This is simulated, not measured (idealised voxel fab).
Process module name: voxel quadruple lines
Cross-sectional view cut (width: 185 nm; square cell size: 5 nm).
Each cross-section below is a grid of square cells, stated as bands in top-down order, with one or more rows of cells making up each band.
Quick guide to a band line: top height, bottom height (nm) up front; then every material left to right with its width in nm. Only one material and it's marked "throughout"? Then it fills the band edge to edge. And "empty" just means empty space.
Counting heights begins at 0, where everything beneath is, in the wafer as received, one material. The lowest band has no bottom; it goes on downwards, as "top 0, no bottom" shows.
It should be noted that a width expressed as "30..40" varies in equal increments from row to row of cells within the band, taking the value of the first number at the top row and that of the second number at the bottom row.
Step marked "no modification"? Then no cell in the cross-section changed in it.
Any empty space of 8 cells or more lacking an open way to the top shows up in "Fully closed voids" as width x height at distance, distance from the left edge, in nm.
Post-settings text on a step line: simulator's own remark regarding the step.
A step's line can hold "overlay nm"; with a mask on that step, the setting says how far right of the planned place the mask lay, while a negative setting says it lay to the left.

The steps planned for the process are as follows
1 RECEIVE | material Si
2 CONFORMAL_DEP | material Al2O3 | thk nm 10
3 DIRECTIONAL_DEP | material Ru | thk nm 10
4 DIRECTIONAL_DEP | material polySi | thk nm 20
5 DIRECTIONAL_DEP | material aC | thk nm 20
6 PATTERN | tone cover | mask id MANDREL | material resist | width nm 25 | pitch nm 80 | thk nm 30 | overlay nm 0
7 DIRECTIONAL_ETCH | etch materials aC | depth nm 20
8 STRIP | etch materials resist
9 CONFORMAL_DEP | material SiO2 | thk nm 15
10 DIRECTIONAL_ETCH | etch materials SiO2 | depth nm 15
11 STRIP | etch materials aC
12 DIRECTIONAL_ETCH | etch materials polySi | depth nm 20
13 STRIP | etch materials SiO2
14 CONFORMAL_DEP | material SiN | thk nm 5
15 DIRECTIONAL_ETCH | etch materials SiN | depth nm 5
16 STRIP | etch materials polySi
17 DIRECTIONAL_ETCH | etch materials Ru | depth nm 10
18 STRIP | etch materials SiN

Here's what the wafer looked like in cross-section when it arrived - that's after step 1
* top 0, no bottom = Si throughout
* Fully closed voids: none

One mistake in running the module, otherwise start and plan as above: cross-section at the end
* top 20, bottom 10 = empty (35) / Ru (5) / empty (25) / Ru (5) / empty (45) / Ru (5) / empty (25) / Ru (5) / empty (35)
* top 10, bottom 0 = Al2O3 throughout
* top 0, no bottom = Si throughout
* Fully closed voids: none
What went wrong in running the wafer? step 6 off recipe, ran as PATTERN | tone open | mask id MANDREL | material resist | width nm 25 | pitch nm 80 | thk nm 30 | overlay nm 0
